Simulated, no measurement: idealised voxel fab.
The following is a process module called voxel trench capacitor.
Shown is cross-section cut, with a width of 275 nm and square cells of size 5 nm.
Heads up, the way a cross-section reads in here is a grid of square cells, handed over as bands from the top down, with every band being one or more rows of cells. The entry gives the band's vertical extent as a top height and a bottom height in nm, then its horizontal make-up as materials from left to right, each with a width in nm. "air" stands for empty space; a single material marked "throughout" fills the band edge to edge. Height is counted from the level 0, under which the received wafer is composed throughout of one material. The lowest of the bands is not closed at the bottom but continues downward, in the notation "top 0, no bottom". A two-number width, for instance "30 to 40", indicates that the width is equal to the first number in the top row of the band and to the second number in the bottom row, and that it changes by a constant amount per row of cells. Given "nothing changed" for a step, no cell of the cross-section differs between before and after that step. Voids not open to the top, 8 cells minimum: see "Enclosed voids". Written width x height at distance; distance is from the left edge; nm. The remark found on a step's line after its settings is issued by the simulator itself and pertains to that step. A step line may carry the setting "overlay nm", which, for steps involving a mask, states the distance by which the mask lay to the right of its intended position; negative values denote displacement to the left.
LISTED BELOW ARE THE PROCESS STEPS AS PLANNED
| 1 | RECEIVE with material Si |
| 2 | CONFORMAL_DEP with material SiN, thk nm 5 |
| 3 | PATTERN with tone open, mask id TRENCH, material resist, width nm 30, pitch nm 50, thk nm 15, overlay nm 0 |
| 4 | DIRECTIONAL_ETCH with etch materials SiN, depth nm 5 |
| 5 | DIRECTIONAL_ETCH with etch materials Si, depth nm 25 |
| 6 | STRIP with etch materials resist |
| 7 | CONFORMAL_DEP with material HfO2, thk nm 5 |
| 8 | CONFORMAL_DEP with material TiN, thk nm 5 |
| 9 | FILL_DEP with material W, thk nm 10 |
| 10 | CMP with height nm 5 |
WHAT FOLLOWS COVERS THE FIRST OF TWO WAFERS; IT RAN AS PLANNED
INCOMING WAFER IN CROSS-SECTION (STATE: AFTER STEP 1)
> top 0, no bottom = Si throughout
> Enclosed voids: none
YOU'RE LOOKING AT A CROSS-SECTION OF THE WAFER AFTER STEP 2
> top 5, bottom 0 = SiN throughout
> Below 0 it's all the same as before, nothing changed down there.
YOU'RE LOOKING AT A CROSS-SECTION OF THE WAFER AFTER STEP 3
> top 20, bottom 5 = resist 95 nm | air 30 nm | resist 20 nm | air 30 nm | resist 100 nm
> Below 5 it's all the same as before, nothing changed down there.
YOU'RE LOOKING AT A CROSS-SECTION OF THE WAFER AFTER STEP 4
> top 20, bottom 5 = resist 95 nm | air 30 nm | resist 20 nm | air 30 nm | resist 100 nm
> top 5, bottom 0 = SiN 95 nm | air 30 nm | SiN 20 nm | air 30 nm | SiN 100 nm
> Below 0 it's all the same as before, nothing changed down there.
YOU'RE LOOKING AT A CROSS-SECTION OF THE WAFER AFTER STEP 5
> top 20, bottom 5 = resist 95 nm | air 30 nm | resist 20 nm | air 30 nm | resist 100 nm
> top 5, bottom 0 = SiN 95 nm | air 30 nm | SiN 20 nm | air 30 nm | SiN 100 nm
> top 0, bottom -25 = Si 95 nm | air 30 nm | Si 20 nm | air 30 nm | Si 100 nm
> Below -25 it's all the same as before, nothing changed down there.
YOU'RE LOOKING AT A CROSS-SECTION OF THE WAFER AFTER STEP 6
> top 5, bottom 0 = SiN 95 nm | air 30 nm | SiN 20 nm | air 30 nm | SiN 100 nm
> Below 0 it's all the same as before, nothing changed down there.
YOU'RE LOOKING AT A CROSS-SECTION OF THE WAFER AFTER STEP 7
> top 10, bottom 5 = HfO2 100 nm | air 20 nm | HfO2 30 nm | air 20 nm | HfO2 105 nm
> top 5, bottom 0 = SiN 95 nm | HfO2 5 nm | air 20 nm | HfO2 5 nm | SiN 20 nm | HfO2 5 nm | air 20 nm | HfO2 5 nm | SiN 100 nm
> top 0, bottom -20 = Si 95 nm | HfO2 5 nm | air 20 nm | HfO2 5 nm | Si 20 nm | HfO2 5 nm | air 20 nm | HfO2 5 nm | Si 100 nm
> top -20, bottom -25 = Si 95 nm | HfO2 30 nm | Si 20 nm | HfO2 30 nm | Si 100 nm
> Below -25 it's all the same as before, nothing changed down there.
YOU'RE LOOKING AT A CROSS-SECTION OF THE WAFER AFTER STEP 8
> top 15, bottom 10 = TiN 105 nm | air 10 nm | TiN 40 nm | air 10 nm | TiN 110 nm
> top 10, bottom 5 = HfO2 100 nm | TiN 5 nm | air 10 nm | TiN 5 nm | HfO2 30 nm | TiN 5 nm | air 10 nm | TiN 5 nm | HfO2 105 nm
> top 5, bottom 0 = SiN 95 nm | HfO2 5 nm | TiN 5 nm | air 10 nm | TiN 5 nm | HfO2 5 nm | SiN 20 nm | HfO2 5 nm | TiN 5 nm | air 10 nm | TiN 5 nm | HfO2 5 nm | SiN 100 nm
> top 0, bottom -15 = Si 95 nm | HfO2 5 nm | TiN 5 nm | air 10 nm | TiN 5 nm | HfO2 5 nm | Si 20 nm | HfO2 5 nm | TiN 5 nm | air 10 nm | TiN 5 nm | HfO2 5 nm | Si 100 nm
> top -15, bottom -20 = Si 95 nm | HfO2 5 nm | TiN 20 nm | HfO2 5 nm | Si 20 nm | HfO2 5 nm | TiN 20 nm | HfO2 5 nm | Si 100 nm
> Below -20 it's all the same as before, nothing changed down there.
YOU'RE LOOKING AT A CROSS-SECTION OF THE WAFER AFTER STEP 9
> top 25, bottom 15 = W throughout
> top 15, bottom 10 = TiN 105 nm | W 10 nm | TiN 40 nm | W 10 nm | TiN 110 nm
> top 10, bottom 5 = HfO2 100 nm | TiN 5 nm | W 10 nm | TiN 5 nm | HfO2 30 nm | TiN 5 nm | W 10 nm | TiN 5 nm | HfO2 105 nm
> top 5, bottom 0 = SiN 95 nm | HfO2 5 nm | TiN 5 nm | W 10 nm | TiN 5 nm | HfO2 5 nm | SiN 20 nm | HfO2 5 nm | TiN 5 nm | W 10 nm | TiN 5 nm | HfO2 5 nm | SiN 100 nm
> top 0, bottom -15 = Si 95 nm | HfO2 5 nm | TiN 5 nm | W 10 nm | TiN 5 nm | HfO2 5 nm | Si 20 nm | HfO2 5 nm | TiN 5 nm | W 10 nm | TiN 5 nm | HfO2 5 nm | Si 100 nm
> Below -15 it's all the same as before, nothing changed down there.
YOU'RE LOOKING AT A CROSS-SECTION OF THE WAFER AFTER STEP 10
> top 5, bottom 0 = SiN 95 nm | HfO2 5 nm | TiN 5 nm | W 10 nm | TiN 5 nm | HfO2 5 nm | SiN 20 nm | HfO2 5 nm | TiN 5 nm | W 10 nm | TiN 5 nm | HfO2 5 nm | SiN 100 nm
> Below 0 it's all the same as before, nothing changed down there.
THE SECOND WAFER BEGAN EXACTLY AS THE FIRST DID AND FOLLOWED THE SAME PLAN, BUT ONE MISTAKE WAS MADE WHILE RUNNING IT; THROUGH STEP 2 INCLUSIVE, THE TWO WAFERS ARE IDENTICAL
X-SECTION, SECOND WAFER, WHEN STEP 3 WAS DUE TO FINISH
> top 20, bottom 5 = resist 105 nm | air 30 nm | resist 20 nm | air 30 nm | resist 90 nm
> Below 5 it's all the same as before, nothing changed down there.
X-SECTION, SECOND WAFER, WHEN STEP 4 WAS DUE TO FINISH
> top 20, bottom 5 = resist 105 nm | air 30 nm | resist 20 nm | air 30 nm | resist 90 nm
> top 5, bottom 0 = SiN 105 nm | air 30 nm | SiN 20 nm | air 30 nm | SiN 90 nm
> Below 0 it's all the same as before, nothing changed down there.
X-SECTION, SECOND WAFER, WHEN STEP 5 WAS DUE TO FINISH
> top 20, bottom 5 = resist 105 nm | air 30 nm | resist 20 nm | air 30 nm | resist 90 nm
> top 5, bottom 0 = SiN 105 nm | air 30 nm | SiN 20 nm | air 30 nm | SiN 90 nm
> top 0, bottom -25 = Si 105 nm | air 30 nm | Si 20 nm | air 30 nm | Si 90 nm
> Below -25 it's all the same as before, nothing changed down there.
X-SECTION, SECOND WAFER, WHEN STEP 6 WAS DUE TO FINISH
> top 5, bottom 0 = SiN 105 nm | air 30 nm | SiN 20 nm | air 30 nm | SiN 90 nm
> Below 0 it's all the same as before, nothing changed down there.
X-SECTION, SECOND WAFER, WHEN STEP 7 WAS DUE TO FINISH
> top 10, bottom 5 = HfO2 110 nm | air 20 nm | HfO2 30 nm | air 20 nm | HfO2 95 nm
> top 5, bottom 0 = SiN 105 nm | HfO2 5 nm | air 20 nm | HfO2 5 nm | SiN 20 nm | HfO2 5 nm | air 20 nm | HfO2 5 nm | SiN 90 nm
> top 0, bottom -20 = Si 105 nm | HfO2 5 nm | air 20 nm | HfO2 5 nm | Si 20 nm | HfO2 5 nm | air 20 nm | HfO2 5 nm | Si 90 nm
> top -20, bottom -25 = Si 105 nm | HfO2 30 nm | Si 20 nm | HfO2 30 nm | Si 90 nm
> Below -25 it's all the same as before, nothing changed down there.
X-SECTION, SECOND WAFER, WHEN STEP 8 WAS DUE TO FINISH
> top 15, bottom 10 = TiN 115 nm | air 10 nm | TiN 40 nm | air 10 nm | TiN 100 nm
> top 10, bottom 5 = HfO2 110 nm | TiN 5 nm | air 10 nm | TiN 5 nm | HfO2 30 nm | TiN 5 nm | air 10 nm | TiN 5 nm | HfO2 95 nm
> top 5, bottom 0 = SiN 105 nm | HfO2 5 nm | TiN 5 nm | air 10 nm | TiN 5 nm | HfO2 5 nm | SiN 20 nm | HfO2 5 nm | TiN 5 nm | air 10 nm | TiN 5 nm | HfO2 5 nm | SiN 90 nm
> top 0, bottom -15 = Si 105 nm | HfO2 5 nm | TiN 5 nm | air 10 nm | TiN 5 nm | HfO2 5 nm | Si 20 nm | HfO2 5 nm | TiN 5 nm | air 10 nm | TiN 5 nm | HfO2 5 nm | Si 90 nm
> top -15, bottom -20 = Si 105 nm | HfO2 5 nm | TiN 20 nm | HfO2 5 nm | Si 20 nm | HfO2 5 nm | TiN 20 nm | HfO2 5 nm | Si 90 nm
> Below -20 it's all the same as before, nothing changed down there.
X-SECTION, SECOND WAFER, WHEN STEP 9 WAS DUE TO FINISH
> top 25, bottom 15 = W throughout
> top 15, bottom 10 = TiN 115 nm | W 10 nm | TiN 40 nm | W 10 nm | TiN 100 nm
> top 10, bottom 5 = HfO2 110 nm | TiN 5 nm | W 10 nm | TiN 5 nm | HfO2 30 nm | TiN 5 nm | W 10 nm | TiN 5 nm | HfO2 95 nm
> top 5, bottom 0 = SiN 105 nm | HfO2 5 nm | TiN 5 nm | W 10 nm | TiN 5 nm | HfO2 5 nm | SiN 20 nm | HfO2 5 nm | TiN 5 nm | W 10 nm | TiN 5 nm | HfO2 5 nm | SiN 90 nm
> top 0, bottom -15 = Si 105 nm | HfO2 5 nm | TiN 5 nm | W 10 nm | TiN 5 nm | HfO2 5 nm | Si 20 nm | HfO2 5 nm | TiN 5 nm | W 10 nm | TiN 5 nm | HfO2 5 nm | Si 90 nm
> Below -15 it's all the same as before, nothing changed down there.
X-SECTION, SECOND WAFER, WHEN STEP 10 WAS DUE TO FINISH
> top 5, bottom 0 = SiN 105 nm | HfO2 5 nm | TiN 5 nm | W 10 nm | TiN 5 nm | HfO2 5 nm | SiN 20 nm | HfO2 5 nm | TiN 5 nm | W 10 nm | TiN 5 nm | HfO2 5 nm | SiN 90 nm
> Below 0 it's all the same as before, nothing changed down there.
Where did the run depart from the plan? step 3 changed vs plan, executed as PATTERN with tone open, mask id TRENCH, material resist, width nm 30, pitch nm 50, thk nm 15, overlay nm 10
In the final comparison it is observed that the number of cells assigned to each material is identical for the two wafers, whereas their placement is not.
